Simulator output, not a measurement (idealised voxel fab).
process module | voxel spacer lines
cross-section cut | 220 nm wide | cells 5 nm
A cross-section is a grid of square cells, given in bands from the top down. A band is one or more rows of cells.
Each band's line starts with the height of the band's top and of its bottom, in nm. Then come its materials from left to right, each with its width in nm. One material with "throughout" fills the band from edge to edge. "air" is empty space.
Height 0 is the level under which the wafer as received is all one material. The lowest band goes on downwards, as in "0 down".
A width such as "30 to 40" changes by the same amount from each row of cells to the next, from the band's top row to its bottom row.
"no change" after a step means that no cell of the cross-section changed.
closed voids: empty space of 8 cells or more with no open way to the top, each as width x height at its distance from the left edge, in nm
after a step's settings: what the simulator itself notes on the step
overlay nm, on a step with a mask: how far to the right of its planned place the mask lay; to the left if negative
plan
1 op RECEIVE | material Si
2 op CONFORMAL_DEP | material Al2O3 | thk nm 5
3 op DIRECTIONAL_DEP | material TiN | thk nm 20
4 op DIRECTIONAL_DEP | material aC | thk nm 30
5 op PATTERN | tone cover | mask id MANDREL | material resist | width nm 20 | pitch nm 70 | thk nm 40 | overlay nm 0
6 op DIRECTIONAL_ETCH | etch materials aC | depth nm 30
7 op STRIP | etch materials resist
8 op CONFORMAL_DEP | material SiN | thk nm 15
9 op DIRECTIONAL_ETCH | etch materials SiN | depth nm 15
10 op STRIP | etch materials aC
11 op DIRECTIONAL_ETCH | etch materials TiN | depth nm 20
12 op STRIP | etch materials SiN
first wafer, as planned
as received, after step 1
  0 down: Si throughout
  closed voids: none
after step 2
  5 to 0: Al2O3 throughout
  below 0: unchanged
after step 3
  25 to 5: TiN throughout
  below 5: unchanged
after step 4
  55 to 25: aC throughout
  below 25: unchanged
after step 5
  95 to 55: air 30 | resist 20 | air 50 | resist 20 | air 50 | resist 20 | air 30
  below 55: unchanged
after step 6
  65 to 55: air 30 | resist 20 | air 50 | resist 20 | air 50 | resist 20 | air 30
  55 to 25: air 30 | aC 20 | air 50 | aC 20 | air 50 | aC 20 | air 30
  below 25: unchanged
after step 7
  55 to 25: air 30 | aC 20 | air 50 | aC 20 | air 50 | aC 20 | air 30
  below 25: unchanged
after step 8
  70 to 55: air 15 | SiN 50 | air 20 | SiN 50 | air 20 | SiN 50 | air 15
  55 to 40: air 15 | SiN 15 | aC 20 | SiN 15 | air 20 | SiN 15 | aC 20 | SiN 15 | air 20 | SiN 15 | aC 20 | SiN 15 | air 15
  40 to 25: SiN 30 | aC 20 | SiN 50 | aC 20 | SiN 50 | aC 20 | SiN 30
  below 25: unchanged
after step 9
  55 to 25: air 15 | SiN 15 | aC 20 | SiN 15 | air 20 | SiN 15 | aC 20 | SiN 15 | air 20 | SiN 15 | aC 20 | SiN 15 | air 15
  below 25: unchanged
after step 10
  55 to 25: air 15 | SiN 15 | air 20 | SiN 15 | air 20 | SiN 15 | air 20 | SiN 15 | air 20 | SiN 15 | air 20 | SiN 15 | air 15
  below 25: unchanged
after step 11
  55 to 25: air 15 | SiN 15 | air 20 | SiN 15 | air 20 | SiN 15 | air 20 | SiN 15 | air 20 | SiN 15 | air 20 | SiN 15 | air 15
  25 to 5: air 15 | TiN 15 | air 20 | TiN 15 | air 20 | TiN 15 | air 20 | TiN 15 | air 20 | TiN 15 | air 20 | TiN 15 | air 15
  below 5: unchanged
after step 12
  25 to 5: air 15 | TiN 15 | air 20 | TiN 15 | air 20 | TiN 15 | air 20 | TiN 15 | air 20 | TiN 15 | air 20 | TiN 15 | air 15
  below 5: unchanged
second wafer: like start, like plan, one mistake. Through step 4 it matches the first wafer
when step 5 should have ended
  95 to 55: air 40 | resist 20 | air 50 | resist 20 | air 50 | resist 20 | air 20
  below 55: unchanged
when step 6 should have ended
  65 to 55: air 40 | resist 20 | air 50 | resist 20 | air 50 | resist 20 | air 20
  55 to 25: air 40 | aC 20 | air 50 | aC 20 | air 50 | aC 20 | air 20
  below 25: unchanged
when step 7 should have ended
  55 to 25: air 40 | aC 20 | air 50 | aC 20 | air 50 | aC 20 | air 20
  below 25: unchanged
when step 8 should have ended
  70 to 55: air 25 | SiN 50 | air 20 | SiN 50 | air 20 | SiN 50 | air 5
  55 to 40: air 25 | SiN 15 | aC 20 | SiN 15 | air 20 | SiN 15 | aC 20 | SiN 15 | air 20 | SiN 15 | aC 20 | SiN 15 | air 5
  40 to 25: SiN 40 | aC 20 | SiN 50 | aC 20 | SiN 50 | aC 20 | SiN 20
  below 25: unchanged
when step 9 should have ended
  55 to 25: air 25 | SiN 15 | aC 20 | SiN 15 | air 20 | SiN 15 | aC 20 | SiN 15 | air 20 | SiN 15 | aC 20 | SiN 15 | air 5
  below 25: unchanged
when step 10 should have ended
  55 to 25: air 25 | SiN 15 | air 20 | SiN 15 | air 20 | SiN 15 | air 20 | SiN 15 | air 20 | SiN 15 | air 20 | SiN 15 | air 5
  below 25: unchanged
when step 11 should have ended
  55 to 25: air 25 | SiN 15 | air 20 | SiN 15 | air 20 | SiN 15 | air 20 | SiN 15 | air 20 | SiN 15 | air 20 | SiN 15 | air 5
  25 to 5: air 25 | TiN 15 | air 20 | TiN 15 | air 20 | TiN 15 | air 20 | TiN 15 | air 20 | TiN 15 | air 20 | TiN 15 | air 5
  below 5: unchanged
when step 12 should have ended
  25 to 5: air 25 | TiN 15 | air 20 | TiN 15 | air 20 | TiN 15 | air 20 | TiN 15 | air 20 | TiN 15 | air 20 | TiN 15 | air 5
  below 5: unchanged
what went wrong: step 5 ran as: op PATTERN | tone cover | mask id MANDREL | material resist | width nm 20 | pitch nm 70 | thk nm 40 | overlay nm 10
at the end the second wafer has, in cells: as many of each material as the first, in other places
